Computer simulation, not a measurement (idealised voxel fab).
process module | voxel double patterning
cross-section cut | 290 nm wide | cells 5 nm
A cross-section is a grid of square cells, given in bands from the top down. A band is one or more rows of cells.
Each band's line starts with the height of the band's top and of its bottom, in nm. Then come its materials from left to right, each with its width in nm. One material with "throughout" fills the band from edge to edge. "air" is empty space.
Height 0 is the level under which the wafer as received is all one material. The lowest band goes on downwards, as in "0 down".
A width such as "30 to 40" changes by the same amount from each row of cells to the next, from the band's top row to its bottom row.
"no change" after a step means that no cell of the cross-section changed.
closed voids: empty space of 8 cells or more with no open way to the top, each as width x height at its distance from the left edge, in nm
after a step's settings: what the simulator itself notes on the step
overlay nm, on a step with a mask: how far to the right of its planned place the mask lay; to the left if negative
plan
1 op RECEIVE | material Si
2 op CONFORMAL_DEP | material SiN | thk nm 5
3 op DIRECTIONAL_DEP | material SiO2 | thk nm 15
4 op DIRECTIONAL_DEP | material SiCN | thk nm 5
5 op DIRECTIONAL_DEP | material aC | thk nm 10
6 op PATTERN | tone open | mask id FIRST | material resist | width nm 15 | pitch nm 50 | thk nm 30 | overlay nm 0
7 op DIRECTIONAL_ETCH | etch materials aC | depth nm 10
8 op STRIP | etch materials resist
9 op DIRECTIONAL_ETCH | etch materials SiCN | depth nm 5
10 op STRIP | etch materials aC
11 op PATTERN | tone open | mask id SECOND | material resist | width nm 15 | thk nm 20 | overlay nm 0
12 op DIRECTIONAL_ETCH | etch materials SiCN | depth nm 5
13 op STRIP | etch materials resist
14 op DIRECTIONAL_ETCH | etch materials SiO2 | depth nm 15
15 op STRIP | etch materials SiCN
as received, after step 1
  0 down: Si throughout
  closed voids: none
a wafer at the end: this start, this plan, one mistake
  15 to 5: SiO2 110 | air 15 | SiO2 10 | air 15 | SiO2 10 | air 15 | SiO2 115
  5 to 0: SiN throughout
  0 down: Si throughout
  closed voids: none
what went wrong: step 3 ran as: op DIRECTIONAL_DEP | material SiO2 | thk nm 10
